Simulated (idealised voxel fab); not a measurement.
process module | voxel ribs on slabs
cross-section cut | 165 nm wide | cells 5 nm
A cross-section is a grid of square cells, given in bands from the top down. A band is one or more rows of cells.
Each band's line starts with the height of the band's top and of its bottom, in nm. Then come its materials from left to right, each with its width in nm. One material with "throughout" fills the band from edge to edge. "air" is empty space.
Height 0 is the level under which the wafer as received is all one material. The lowest band goes on downwards, as in "0 down".
A width such as "30 to 40" changes by the same amount from each row of cells to the next, from the band's top row to its bottom row.
"no change" after a step means that no cell of the cross-section changed.
closed voids: empty space of 8 cells or more with no open way to the top, each as width x height at its distance from the left edge, in nm
after a step's settings: what the simulator itself notes on the step
overlay nm, on a step with a mask: how far to the right of its planned place the mask lay; to the left if negative
plan
1 op RECEIVE | material Si
2 op DIRECTIONAL_DEP | material SiO2 | thk nm 25
3 op DIRECTIONAL_DEP | material SiN | thk nm 15
4 op DIRECTIONAL_DEP | material aC | thk nm 10
5 op PATTERN | tone cover | mask id RIB | material resist | width nm 25 | thk nm 25 | overlay nm 0
6 op DIRECTIONAL_ETCH | etch materials aC | depth nm 10
7 op STRIP | etch materials resist
8 op DIRECTIONAL_ETCH | etch materials SiN | depth nm 10
9 op STRIP | etch materials aC
10 op PATTERN | tone cover | mask id SLAB | material resist | width nm 55 | thk nm 15 | overlay nm 0
11 op DIRECTIONAL_ETCH | etch materials SiN | depth nm 5
12 op STRIP | etch materials resist
13 op FILL_DEP | material SiO2 | thk nm 25
14 op CMP | height nm 55
15 op DIRECTIONAL_DEP | material W | thk nm 10
16 op DIRECTIONAL_DEP | material aC | thk nm 10
17 op PATTERN | tone cover | mask id HEATER | material resist | width nm 35 | thk nm 25 | overlay nm -15
18 op DIRECTIONAL_ETCH | etch materials aC | depth nm 10
19 op STRIP | etch materials resist
20 op DIRECTIONAL_ETCH | etch materials W | depth nm 10
21 op STRIP | etch materials aC
22 op CONFORMAL_DEP | material SiO2 | thk nm 5
varied across the wafers: overlay nm of step 17. The plan shows the first wafer's value. All wafers start alike
first wafer as received, after step 1
  0 down: Si throughout
  closed voids: none
first wafer at the end, after step 22
  70 to 65: air 45 | SiO2 45 | air 75
  65 to 60: air 45 | SiO2 5 | W 35 | SiO2 5 | air 75
  60 to 55: SiO2 50 | W 35 | SiO2 80
  55 to 40: SiO2 throughout
  40 to 30: SiO2 70 | SiN 25 | SiO2 70
  30 to 25: SiO2 55 | SiN 55 | SiO2 55
  25 to 0: SiO2 throughout
  0 down: Si throughout
  closed voids: none
last wafer at the end
  70 to 65: air 75 | SiO2 45 | air 45
  65 to 60: air 75 | SiO2 5 | W 35 | SiO2 5 | air 45
  60 to 55: SiO2 80 | W 35 | SiO2 50
  55 to 40: SiO2 throughout
  40 to 30: SiO2 70 | SiN 25 | SiO2 70
  30 to 25: SiO2 55 | SiN 55 | SiO2 55
  25 to 0: SiO2 throughout
  0 down: Si throughout
  closed voids: none
each wafer at the end: cells of each material gained (+) or lost (-) since it was received, then its closed voids
overlay nm -15 | +21 SiN | +379 SiO2 | +14 W | closed voids: none
overlay nm -10 | +21 SiN | +379 SiO2 | +14 W | closed voids: none
overlay nm -5 | +21 SiN | +379 SiO2 | +14 W | closed voids: none
overlay nm 0 | +21 SiN | +379 SiO2 | +14 W | closed voids: none
overlay nm 5 | +21 SiN | +379 SiO2 | +14 W | closed voids: none
overlay nm 10 | +21 SiN | +379 SiO2 | +14 W | closed voids: none
overlay nm 15 | +21 SiN | +379 SiO2 | +14 W | closed voids: none
